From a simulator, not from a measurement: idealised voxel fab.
This is a process module. Its name is voxel self aligned contacts.
Displayed cross-section: cut, width of 280 nm, square cells sized 5 nm.
We lay out every cross-section as a grid of square cells and spell it out in bands from the top down, where one band means one or more rows of cells.
Top, bottom (nm), then materials left to right with widths (nm); lone material tagged "edge to edge" fills the whole band edge to edge; "air" = empty space.
Heights from 0 (as-received wafer is one material below). Bottom band endless downward, as "top 0, no bottom".
It should be noted that a width expressed as "30->40" varies in equal increments from row to row of cells within the band, taking the value of the first number at the top row and that of the second number at the bottom row.
The cross-section has no changed cell in any step marked "nothing was modified".
Enclosed voids (no open way to top), threshold 8 cells or more, entry "Catalogued sealed voids", notation width x height at distance, distance from left edge, nm.
Whatever follows a step's settings on its line is a remark the simulator itself makes about that step.
A step's line can hold "overlay nm"; with a mask on that step, the setting says how far right of the planned place the mask lay, while a negative setting says it lay to the left.
**This section lists the process steps that were planned**
1: RECEIVE, material Si
2: CONFORMAL_DEP, material SiO2, thk nm 5
3: DIRECTIONAL_DEP, material polySi, thk nm 20
4: DIRECTIONAL_DEP, material SiN, thk nm 20
5: MASKED_ETCH, tone cover, mask id GATE, width nm 30, pitch nm 65, etch materials SiN, depth nm 20, overlay nm 0
6: MASKED_ETCH, tone cover, mask id GATE, width nm 30, pitch nm 65, etch materials polySi, depth nm 20, overlay nm 0
7: CONFORMAL_DEP, material SiN, thk nm 10
8: DIRECTIONAL_ETCH, etch materials SiN, depth nm 10
9: FILL_DEP, material SiO2, thk nm 15
10: CMP, height nm 50
11: PATTERN, tone open, mask id CONTACT, material resist, width nm 45, pitch nm 65, thk nm 15, overlay nm 0
12: DIRECTIONAL_ETCH, etch materials SiO2, depth nm 50
13: STRIP, etch materials resist
14: CONFORMAL_DEP, material TiN, thk nm 5
15: FILL_DEP, material Ru, thk nm 10
16: CMP, height nm 50
17: CONFORMAL_DEP, material SiN, thk nm 5
**Cross-section, incoming material, after step 1**
    top 0, no bottom  Si edge to edge
    Catalogued sealed voids: none
**Cross-section: first of two wafers, module finished, run according to plan**
    top 55, bottom 50  SiN edge to edge
    top 50, bottom 45  85 SiO2 | 20 TiN | 5 Ru | 20 TiN | 20 SiO2 | 20 TiN | 5 Ru | 20 TiN | 85 SiO2
    top 45, bottom 25  50 SiO2 | 50 SiN | 5 TiN | 5 Ru | 5 TiN | 50 SiN | 5 TiN | 5 Ru | 5 TiN | 50 SiN | 50 SiO2
    top 25, bottom 5  50 SiO2 | 10 SiN | 30 polySi | 10 SiN | 5 TiN | 5 Ru | 5 TiN | 10 SiN | 30 polySi | 10 SiN | 5 TiN | 5 Ru | 5 TiN | 10 SiN | 30 polySi | 10 SiN | 50 SiO2
    top 5, bottom 0  100 SiO2 | 15 TiN | 50 SiO2 | 15 TiN | 100 SiO2
    top 0, no bottom  Si edge to edge
    Catalogued sealed voids: none
**Same start, same plan as the first wafer - but one mistake in the run. Cross-section of the second of the two at the end of the module**
    top 55, bottom 50  SiN edge to edge
    top 50, bottom 40  85 SiO2 | 5 TiN | 35 Ru | 5 TiN | 20 SiO2 | 5 TiN | 35 Ru | 5 TiN | 85 SiO2
    top 40, bottom 35  85 SiO2 | 10 TiN | 25 Ru | 10 TiN | 20 SiO2 | 10 TiN | 25 Ru | 10 TiN | 85 SiO2
    top 35, bottom 25  60 SiO2 | 30 SiN | 5 TiN | 25 Ru | 5 TiN | 30 SiN | 5 TiN | 25 Ru | 5 TiN | 30 SiN | 60 SiO2
    top 25, bottom 5  60 SiO2 | 30 polySi | 5 TiN | 25 Ru | 5 TiN | 30 polySi | 5 TiN | 25 Ru | 5 TiN | 30 polySi | 60 SiO2
    top 5, bottom 0  90 SiO2 | 35 TiN | 30 SiO2 | 35 TiN | 90 SiO2
    top 0, no bottom  Si edge to edge
    Catalogued sealed voids: none
What broke from the plan during processing? plan step 7 skipped
Count the cells at the end and the second wafer has more or fewer of some materials than the first: Ru +80 | SiN -132 | SiO2 +52
